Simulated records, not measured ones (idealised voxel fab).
The document below concerns the process module designated voxel gate over fins.
This is section cut - it's 280 nm across, gridded in 5 nm square cells.
Cross-section, as written here: a square-cell grid given band by band from the top down, where a band holds one or more rows of cells.
First you get the band's top height and its bottom height, in nm, and then the materials it's made of, left to right, with each width in nm. If you see a single material with "everywhere", that one covers the band edge to edge. "empty" is empty space.
Basically, 0 is our baseline, since under it the wafer straight out of the box is all one material. The bottom band has no lower end and keeps on going down, so it looks like "0 -> down".
So if you see something like "30->40" for the width, read it as the top row of the band sitting at the first number and the bottom row at the second, with every row in between moving by the same amount as the last.
Basically "nothing altered" means that step didn't change any cell in the cross-section.
"Sealed voids" means: voids of 8 cells or more that are shut off from the top with no open way through. Written width x height at distance, distance from the left edge, in nm.
On a step's line, text after the settings is the simulator commenting on that step.
The line of a step may include "overlay nm". On a step with a mask, this value is how far to the right of its planned place the mask lay. A negative value means the mask lay to the left.

**Steps in the process plan**
1 RECEIVE, material Si
2 CONFORMAL_DEP, material SiN, thk nm 10
3 DIRECTIONAL_DEP, material aC, thk nm 10
4 PATTERN, tone cover, mask id FINS, material resist, width nm 15, pitch nm 60, thk nm 30, overlay nm 0
5 DIRECTIONAL_ETCH, etch materials aC, depth nm 10
6 STRIP, etch materials resist
7 DIRECTIONAL_ETCH, etch materials SiN, depth nm 10
8 DIRECTIONAL_ETCH, etch materials Si, depth nm 35
9 STRIP, etch materials aC
10 FILL_DEP, material SiO2, thk nm 15
11 CMP, height nm 10
12 DIRECTIONAL_DEP, material aC, thk nm 10
13 PATTERN, tone open, mask id RAIL, material resist, width nm 15, thk nm 25, overlay nm 0
14 DIRECTIONAL_ETCH, etch materials aC, depth nm 10
15 STRIP, etch materials resist
16 DIRECTIONAL_ETCH, etch materials SiO2, depth nm 40
17 STRIP, etch materials aC
18 CONFORMAL_DEP, material TiN, thk nm 5
19 FILL_DEP, material W, thk nm 5
20 CMP, height nm 10
21 SELECTIVE_ETCH, etch materials W Ru TiN, depth nm 30
22 FILL_DEP, material SiO2, thk nm 5
23 CMP, height nm 10
24 SELECTIVE_ETCH, etch materials SiO2, depth nm 25
25 STRIP, etch materials SiN
26 CONFORMAL_DEP, material HfO2, thk nm 5
27 CONFORMAL_DEP, material TiN, thk nm 5
28 CONFORMAL_DEP, material TiAl, thk nm 5
29 CONFORMAL_DEP, material TiN, thk nm 5
30 FILL_DEP, material W, thk nm 10
31 CMP, height nm 25
32 CONFORMAL_DEP, material SiCN, thk nm 10
The plan shows the width nm of step 4 as the first wafer had it; this setting differs between the wafers, which start out alike.

**As-received state after step 1, first of several wafers, cross-section**
    0 -> down | Si everywhere
    Sealed voids: none

**Here's the first of several wafers in cross-section, end of the module, after the last step, step 32**
    35 -> 25 | SiCN everywhere
    25 -> 20 | W everywhere
    20 -> 15 | W: 20  TiN: 55  W: 5  TiN: 55  W: 5  TiN: 55  W: 5  TiN: 55  W: 25
    15 -> 10 | W: 20  TiN: 5  TiAl: 45  TiN: 5  W: 5  TiN: 5  TiAl: 45  TiN: 5  W: 5  TiN: 5  TiAl: 45  TiN: 5  W: 5  TiN: 5  TiAl: 45  TiN: 5  W: 25
    10 -> 5 | W: 20  TiN: 5  TiAl: 5  TiN: 35  TiAl: 5  TiN: 5  W: 5  TiN: 5  TiAl: 5  TiN: 35  TiAl: 5  TiN: 5  W: 5  TiN: 5  TiAl: 5  TiN: 35  TiAl: 5  TiN: 5  W: 5  TiN: 5  TiAl: 5  TiN: 35  TiAl: 5  TiN: 5  W: 25
    5 -> 0 | TiN: 25  TiAl: 5  TiN: 5  HfO2: 25  TiN: 5  TiAl: 5  TiN: 15  TiAl: 5  TiN: 5  HfO2: 25  TiN: 5  TiAl: 5  TiN: 15  TiAl: 5  TiN: 5  HfO2: 25  TiN: 5  TiAl: 5  TiN: 15  TiAl: 5  TiN: 5  HfO2: 25  TiN: 5  TiAl: 5  TiN: 30
    0 -> -5 | TiAl: 30  TiN: 5  HfO2: 5  Si: 15  HfO2: 5  TiN: 5  TiAl: 25  TiN: 5  HfO2: 5  Si: 15  HfO2: 5  TiN: 5  TiAl: 25  TiN: 5  HfO2: 5  Si: 15  HfO2: 5  TiN: 5  TiAl: 25  TiN: 5  HfO2: 5  Si: 15  HfO2: 5  TiN: 5  TiAl: 35
    -5 -> -10 | TiN: 35  HfO2: 5  Si: 15  HfO2: 5  TiN: 35  HfO2: 5  Si: 15  HfO2: 5  TiN: 35  HfO2: 5  Si: 15  HfO2: 5  TiN: 35  HfO2: 5  Si: 15  HfO2: 5  TiN: 40
    -10 -> -15 | HfO2: 40  Si: 15  HfO2: 45  Si: 15  HfO2: 45  Si: 15  HfO2: 45  Si: 15  HfO2: 45
    -15 -> -20 | SiO2: 40  Si: 15  SiO2: 45  Si: 15  SiO2: 45  Si: 15  SiO2: 45  Si: 15  SiO2: 45
    -20 -> -25 | SiO2: 40  Si: 15  SiO2: 15  TiN: 5  W: 5  TiN: 5  SiO2: 15  Si: 15  SiO2: 45  Si: 15  SiO2: 45  Si: 15  SiO2: 45
    -25 -> -30 | SiO2: 40  Si: 15  SiO2: 15  TiN: 15  SiO2: 15  Si: 15  SiO2: 45  Si: 15  SiO2: 45  Si: 15  SiO2: 45
    -30 -> -35 | SiO2: 40  Si: 15  SiO2: 45  Si: 15  SiO2: 45  Si: 15  SiO2: 45  Si: 15  SiO2: 45
    -35 -> down | Si everywhere
    Sealed voids: none

**Module end, final wafer: cross-section**
    35 -> 25 | SiCN everywhere
    25 -> 20 | W everywhere
    20 -> 15 | W: 15  TiN: 250  W: 15
    15 -> 10 | W: 15  TiN: 5  TiAl: 240  TiN: 5  W: 15
    10 -> 5 | W: 15  TiN: 5  TiAl: 5  TiN: 50  TiAl: 10  TiN: 50  TiAl: 10  TiN: 50  TiAl: 10  TiN: 50  TiAl: 5  TiN: 5  W: 15
    5 -> 0 | TiN: 20  TiAl: 5  TiN: 5  HfO2: 40  TiN: 5  TiAl: 10  TiN: 5  HfO2: 40  TiN: 5  TiAl: 10  TiN: 5  HfO2: 40  TiN: 5  TiAl: 10  TiN: 5  HfO2: 40  TiN: 5  TiAl: 5  TiN: 20
    0 -> -5 | TiAl: 25  TiN: 5  HfO2: 5  Si: 30  HfO2: 5  TiN: 5  TiAl: 10  TiN: 5  HfO2: 5  Si: 30  HfO2: 5  TiN: 5  TiAl: 10  TiN: 5  HfO2: 5  Si: 30  HfO2: 5  TiN: 5  TiAl: 10  TiN: 5  HfO2: 5  Si: 30  HfO2: 5  TiN: 5  TiAl: 25
    -5 -> -10 | TiN: 30  HfO2: 5  Si: 30  HfO2: 5  TiN: 20  HfO2: 5  Si: 30  HfO2: 5  TiN: 20  HfO2: 5  Si: 30  HfO2: 5  TiN: 20  HfO2: 5  Si: 30  HfO2: 5  TiN: 30
    -10 -> -15 | HfO2: 35  Si: 30  HfO2: 30  Si: 30  HfO2: 30  Si: 30  HfO2: 30  Si: 30  HfO2: 35
    -15 -> -20 | SiO2: 35  Si: 30  SiO2: 30  Si: 30  SiO2: 30  Si: 30  SiO2: 30  Si: 30  SiO2: 35
    -20 -> -25 | SiO2: 35  Si: 30  SiO2: 5  TiN: 5  W: 5  TiN: 5  SiO2: 10  Si: 30  SiO2: 30  Si: 30  SiO2: 30  Si: 30  SiO2: 35
    -25 -> -30 | SiO2: 35  Si: 30  SiO2: 5  TiN: 15  SiO2: 10  Si: 30  SiO2: 30  Si: 30  SiO2: 30  Si: 30  SiO2: 35
    -30 -> -35 | SiO2: 35  Si: 30  SiO2: 30  Si: 30  SiO2: 30  Si: 30  SiO2: 30  Si: 30  SiO2: 35
    -35 -> down | Si everywhere
    Sealed voids: none

**End of module, by wafer: material-by-material cell gain (+) or loss (-) since receipt, then closed voids**
width nm 15, +80 HfO2, -308 Si, +112 SiCN, +170 SiO2, +80 TiAl, +165 TiN, +93 W, Sealed voids: none
width nm 20, +80 HfO2, -280 Si, +112 SiCN, +154 SiO2, +80 TiAl, +165 TiN, +81 W, Sealed voids: none
width nm 25, +80 HfO2, -252 Si, +112 SiCN, +138 SiO2, +80 TiAl, +156 TiN, +78 W, Sealed voids: none
width nm 30, +80 HfO2, -224 Si, +112 SiCN, +122 SiO2, +80 TiAl, +147 TiN, +75 W, Sealed voids: none
